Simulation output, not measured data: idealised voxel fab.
The document below concerns the process module designated voxel transistor to metal.
cross-section cut | 185 nm wide | cells 5 nm
Each cross-section below is a grid of square cells, stated as bands in top-down order, with one or more rows of cells making up each band. For a band, the entry starts with two heights in nm, that of the top and then that of the bottom, and carries on with the band's materials in order from left to right, each alongside its width in nm; the word "everywhere" beside a single material means it fills the band edge to edge, and "air" means empty space. Basically, 0 is our baseline, since under it the wafer straight out of the box is all one material. The bottom band has no lower end and keeps on going down, so it looks like "0 nm and below". Think of "30 to 40" as a width that walks from the first number to the second as you go down the band, top row to bottom row, taking equal-sized steps from row to row. Where the words "all unchanged" appear for a step, the cross-section shows no cell changed by that step; every cell remained as before. Empty spaces without an open route to the top, at least 8 cells in extent, make up the entry "Enclosed empty spaces"; each is given as width x height at distance, where the distance is measured from the left edge, and all are in nm. Anything after a step's settings on that line? It's the simulator's own note about the step. A step's line can hold "overlay nm"; with a mask on that step, the setting says how far right of the planned place the mask lay, while a negative setting says it lay to the left.
**So here's the lineup of process steps we planned**
1 op RECEIVE | material Si
2 op CONFORMAL_DEP | material SiO2 | thk nm 5
3 op CONFORMAL_DEP | material SiN | thk nm 10
4 op MASKED_ETCH | tone cover | mask id ACTIVE | width nm 95 | etch materials SiN | depth nm 10 | overlay nm 0
5 op MASKED_ETCH | tone cover | mask id ACTIVE | width nm 95 | etch materials SiO2 | depth nm 5 | overlay nm 0
6 op MASKED_ETCH | tone cover | mask id ACTIVE | width nm 95 | etch materials Si | depth nm 30 | overlay nm 0
7 op FILL_DEP | material SiO2 | thk nm 10
8 op CMP | height nm 15
9 op SELECTIVE_ETCH | etch materials SiO2 | depth nm 5
10 op STRIP | etch materials SiN
11 op SELECTIVE_ETCH | etch materials SiO2 | depth nm 5
12 op OXIDIZE | depth nm 5
13 op DIRECTIONAL_DEP | material polySi | thk nm 30
14 op DIRECTIONAL_DEP | material SiCN | thk nm 10
15 op MASKED_ETCH | tone cover | mask id GATE | width nm 15 | etch materials SiCN | depth nm 20 | overlay nm 0
16 op MASKED_ETCH | tone cover | mask id GATE | width nm 15 | etch materials polySi | depth nm 40 | overlay nm 0
17 op CONFORMAL_DEP | material SiN | thk nm 10
18 op DIRECTIONAL_ETCH | etch materials SiN | depth nm 10
19 op DIRECTIONAL_ETCH | etch materials SiO2 | depth nm 5
20 op DIRECTIONAL_ETCH | etch materials Si | depth nm 10
21 op EPI | material nSi | thk nm 10
22 op FILL_DEP | material SiO2 | thk nm 10
23 op CMP | height nm 40
24 op DIRECTIONAL_DEP | material SiO2 | thk nm 10
25 op PATTERN | tone open | mask id CONTACT | material resist | width nm 30 | pitch nm 55 | thk nm 20 | overlay nm 0
26 op DIRECTIONAL_ETCH | etch materials SiO2 | depth nm 55
27 op STRIP | etch materials resist
28 op CONFORMAL_DEP | material TiN | thk nm 5
29 op FILL_DEP | material Ru | thk nm 5
30 op CMP | height nm 50
31 op DIRECTIONAL_DEP | material TiN | thk nm 5
32 op DIRECTIONAL_DEP | material W | thk nm 15
33 op PATTERN | tone cover | mask id METAL_1 | material resist | width nm 20 | pitch nm 65 | thk nm 20 | overlay nm 0
34 op DIRECTIONAL_ETCH | etch materials W | depth nm 15
35 op DIRECTIONAL_ETCH | etch materials TiN | depth nm 5
36 op STRIP | etch materials resist
37 op CONFORMAL_DEP | material SiCN | thk nm 5
38 op FILL_DEP | material SiO2 | thk nm 5
39 op CMP | height nm 70
40 op CONFORMAL_DEP | material SiN | thk nm 5
**Delivered wafer in cross-section: state after step 1**
* 0 nm and below  Si everywhere
* Enclosed empty spaces: none
**Module complete - cross-section of the first of two wafers, run according to plan**
* 75 nm to 70 nm  SiN everywhere
* 70 nm to 55 nm  SiO2=45, SiCN=5, W=20, SiCN=5, SiO2=35, SiCN=5, W=20, SiCN=5, SiO2=45
* 55 nm to 50 nm  SiCN=50, TiN=20, SiCN=45, TiN=20, SiCN=50
* 50 nm to 40 nm  SiO2=50, TiN=5, Ru=20 to 15, TiN=5 to 10, SiO2=25, TiN=5 to 10, Ru=20 to 15, TiN=5, SiO2=50
* 40 nm to 30 nm  SiO2=50, TiN=5, Ru=15, TiN=5, SiN=10, SiCN=15, SiN=10, TiN=5, Ru=15, TiN=5, SiO2=50
* 30 nm to 10 nm  SiO2=50, TiN=5, Ru=15, TiN=5, SiN=10, polySi=15, SiN=10, TiN=5, Ru=15, TiN=5, SiO2=50
* 10 nm to 5 nm  SiO2=50, TiN=25, SiN=10, polySi=15, SiN=10, TiN=25, SiO2=50
* 5 nm to 0 nm  SiO2=40, SiN=10, nSi=10, TiN=5, nSi=10, SiN=10, polySi=15, SiN=10, nSi=10, TiN=5, nSi=10, SiN=10, SiO2=40
* 0 nm to -5 nm  SiO2=50, nSi=10, TiN=5, nSi=10, SiO2=35, nSi=10, TiN=5, nSi=10, SiO2=50
* -5 nm to -15 nm  SiO2=45, Si=5, nSi=25, Si=35, nSi=25, Si=5, SiO2=45
* -15 nm to -30 nm  SiO2=45, Si=95, SiO2=45
* -30 nm and below  Si everywhere
* Enclosed empty spaces: none
**Here is the second of the two wafers cut open at the end of the module - same start, same plan as the first one, but we made one mistake running it**
* 75 nm to 70 nm  SiN everywhere
* 70 nm to 55 nm  SiO2=45, SiCN=5, W=20, SiCN=5, SiO2=35, SiCN=5, W=20, SiCN=5, SiO2=45
* 55 nm to 50 nm  SiCN=50, TiN=20, SiCN=45, TiN=20, SiCN=50
* 50 nm to 40 nm  SiO2=50, TiN=5, Ru=20 to 15, TiN=5 to 10, SiO2=25, TiN=5 to 10, Ru=20 to 15, TiN=5, SiO2=50
* 40 nm to 30 nm  SiO2=50, TiN=5, Ru=15, TiN=5, SiN=10, SiCN=15, SiN=10, TiN=5, Ru=15, TiN=5, SiO2=50
* 30 nm to 10 nm  SiO2=50, TiN=5, Ru=15, TiN=5, SiN=10, polySi=15, SiN=10, TiN=5, Ru=15, TiN=5, SiO2=50
* 10 nm to 5 nm  SiO2=50, TiN=25, SiN=10, polySi=15, SiN=10, TiN=25, SiO2=50
* 5 nm to 0 nm  SiO2=35, SiN=10, nSi=10, TiN=10, nSi=10, SiN=10, polySi=15, SiN=10, nSi=10, TiN=10, nSi=10, SiN=10, SiO2=35
* 0 nm to -5 nm  SiO2=45, nSi=10, TiN=10, nSi=10, SiO2=35, nSi=10, TiN=10, nSi=10, SiO2=45
* -5 nm to -15 nm  SiO2=40, Si=5, nSi=30, Si=35, nSi=30, Si=5, SiO2=40
* -15 nm to -30 nm  SiO2=40, Si=105, SiO2=40
* -30 nm and below  Si everywhere
* Enclosed empty spaces: none
Deviation from plan: heads up, step 4 didn't go per plan, it actually ran as op MASKED_ETCH | tone cover | mask id ACTIVE | width nm 105 | etch materials SiN | depth nm 10 | overlay nm 0
Per the end-of-run cell counts, the second wafer holds more or fewer of some materials than the first: Si: 6 more, SiO2: 14 fewer, TiN: 4 more, nSi: 4 more
